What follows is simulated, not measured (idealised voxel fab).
This is a process module. Its name is voxel fin reveal.
Cross-section cut: width 150 nm, square cells of 5 nm.
Square cells in a grid make up a cross-section in this document, and the grid is given as bands, listed from the top down, each one or more rows of cells.
First you get the band's top height and its bottom height, in nm, and then the materials it's made of, left to right, with each width in nm. If you see a single material with "throughout", that one covers the band edge to edge. "air" is empty space.
Basically, 0 is our baseline, since under it the wafer straight out of the box is all one material. The bottom band has no lower end and keeps on going down, so it looks like "0 and below".
Read "30->40" as a graded width: first number on top, second number at the bottom, same change between each pair of neighbouring rows.
"remained the same" (step): cross-section cells unchanged, all of them.
The entry "Closed void listing" lists the empty spaces that cover at least 8 cells and have no open path to the top. Each is written as width x height at distance, where the distance is measured from the left edge and all three values are in nm.
Text after the settings on a step's line: the simulator's own remark on that step.
A step's line can hold "overlay nm"; with a mask on that step, the setting says how far right of the planned place the mask lay, while a negative setting says it lay to the left.

[Planned process steps]
1) RECEIVE | material Si
2) CONFORMAL_DEP | material SiN | thk nm 10
3) PATTERN | tone cover | mask id FINS | material resist | width nm 15 | pitch nm 40 | thk nm 15 | overlay nm 0
4) DIRECTIONAL_ETCH | etch materials SiN | depth nm 10
5) DIRECTIONAL_ETCH | etch materials Si | depth nm 30
6) STRIP | etch materials resist
7) FILL_DEP | material SiO2 | thk nm 5
8) CMP | height nm 10
9) SELECTIVE_ETCH | etch materials SiO2 | depth nm 25
10) STRIP | etch materials SiN
11) CONFORMAL_DEP | material HfO2 | thk nm 5

[Incoming wafer, cross-sectional view, post step 1]
0 and below: Si throughout
Closed void listing: none

[a wafer at the end: this start, this plan, one mistake]
5 down to 0: 20 nm air  25 nm HfO2  15 nm air  25 nm HfO2  15 nm air  25 nm HfO2  25 nm air
0 down to -10: 20 nm air  5 nm HfO2  15 nm Si  5 nm HfO2  15 nm air  5 nm HfO2  15 nm Si  5 nm HfO2  15 nm air  5 nm HfO2  15 nm Si  5 nm HfO2  25 nm air
-10 down to -15: 25 nm HfO2  15 nm Si  25 nm HfO2  15 nm Si  25 nm HfO2  15 nm Si  30 nm HfO2
-15 down to -60: 25 nm SiO2  15 nm Si  25 nm SiO2  15 nm Si  25 nm SiO2  15 nm Si  30 nm SiO2
-60 and below: Si throughout
Closed void listing: none
What went wrong in running the wafer? yeah, plan step 5 got run twice
